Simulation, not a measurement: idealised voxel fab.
Herein follows the process module entitled voxel fin reveal.
We display cut, a cross-section 150 nm in width whose square cells are each 5 nm.
Format of a cross-section: grid, square cells. Given as bands. Order: top down. Band: one or more rows of cells.
Within each band entry, the heights of the top and of the bottom of the band appear first, in that order and in nm; the materials of the band then follow from left to right, each with its corresponding width in nm. The designation "full width" on a single material indicates that it fills the band from edge to edge; the designation "blank" indicates empty space.
Beneath 0, the wafer as received is one material, and that level is where height counting begins. The lowest band goes on downward without a bottom; it is written like "0 down".
Width spec "30 to 40" -> top row of cells at first value, bottom row at second value, equal per-row change in between.
No cell of the cross-section changed in a step that is given as "identical to before".
The label "Closed internal cavities" introduces a list of the empty spaces, 8 cells or larger, that have no open way up to the top; each entry in it reads width x height at distance, where the distance is taken from the left edge and all three are stated in nm.
Text after the settings on a step's line: the simulator's own remark on that step.
Each step line may optionally specify "overlay nm", which for a step with a mask gives the rightward distance between the mask's planned place and where it lay, a negative value indicating the leftward direction.

These are the steps we planned for the process:
1. RECEIVE (material Si)
2. CONFORMAL_DEP (material SiN; thk nm 10)
3. PATTERN (tone cover; mask id FINS; material resist; width nm 15; pitch nm 40; thk nm 15; overlay nm 0)
4. DIRECTIONAL_ETCH (etch materials SiN; depth nm 10)
5. DIRECTIONAL_ETCH (etch materials Si; depth nm 30)
6. STRIP (etch materials resist)
7. FILL_DEP (material SiO2; thk nm 5)
8. CMP (height nm 10)
9. SELECTIVE_ETCH (etch materials SiO2; depth nm 25)
10. STRIP (etch materials SiN)
11. CONFORMAL_DEP (material HfO2; thk nm 5)

Cross-sectional view of the wafer in its as-received condition, corresponding to the state after step 1:
> 0 down = Si full width
> Closed internal cavities: none

Cross-section, first of two wafers, end of module, run as planned:
> 5 to 0 = blank 20 nm, then HfO2 25 nm, then blank 15 nm, then HfO2 25 nm, then blank 15 nm, then HfO2 25 nm, then blank 25 nm
> 0 to -10 = blank 20 nm, then HfO2 5 nm, then Si 15 nm, then HfO2 5 nm, then blank 15 nm, then HfO2 5 nm, then Si 15 nm, then HfO2 5 nm, then blank 15 nm, then HfO2 5 nm, then Si 15 nm, then HfO2 5 nm, then blank 25 nm
> -10 to -15 = HfO2 25 nm, then Si 15 nm, then HfO2 25 nm, then Si 15 nm, then HfO2 25 nm, then Si 15 nm, then HfO2 30 nm
> -15 to -30 = SiO2 25 nm, then Si 15 nm, then SiO2 25 nm, then Si 15 nm, then SiO2 25 nm, then Si 15 nm, then SiO2 30 nm
> -30 down = Si full width
> Closed internal cavities: none

Wafer two, end of module, cross-section. Same start, same plan as wafer one. One mistake in the run:
> 15 to 0 = blank 10 nm, then HfO2 125 nm, then blank 15 nm
> 0 to -15 = HfO2 25 nm, then Si 15 nm, then HfO2 25 nm, then Si 15 nm, then HfO2 25 nm, then Si 15 nm, then HfO2 30 nm
> -15 to -30 = SiO2 25 nm, then Si 15 nm, then SiO2 25 nm, then Si 15 nm, then SiO2 25 nm, then Si 15 nm, then SiO2 30 nm
> -30 down = Si full width
> Closed internal cavities: none
What was the processing mistake? the process deviated at step 11: the operation and settings actually run there were CONFORMAL_DEP (material HfO2; thk nm 15)
Materials where the second wafer ends with more or fewer cells than the first: HfO2: 90 more
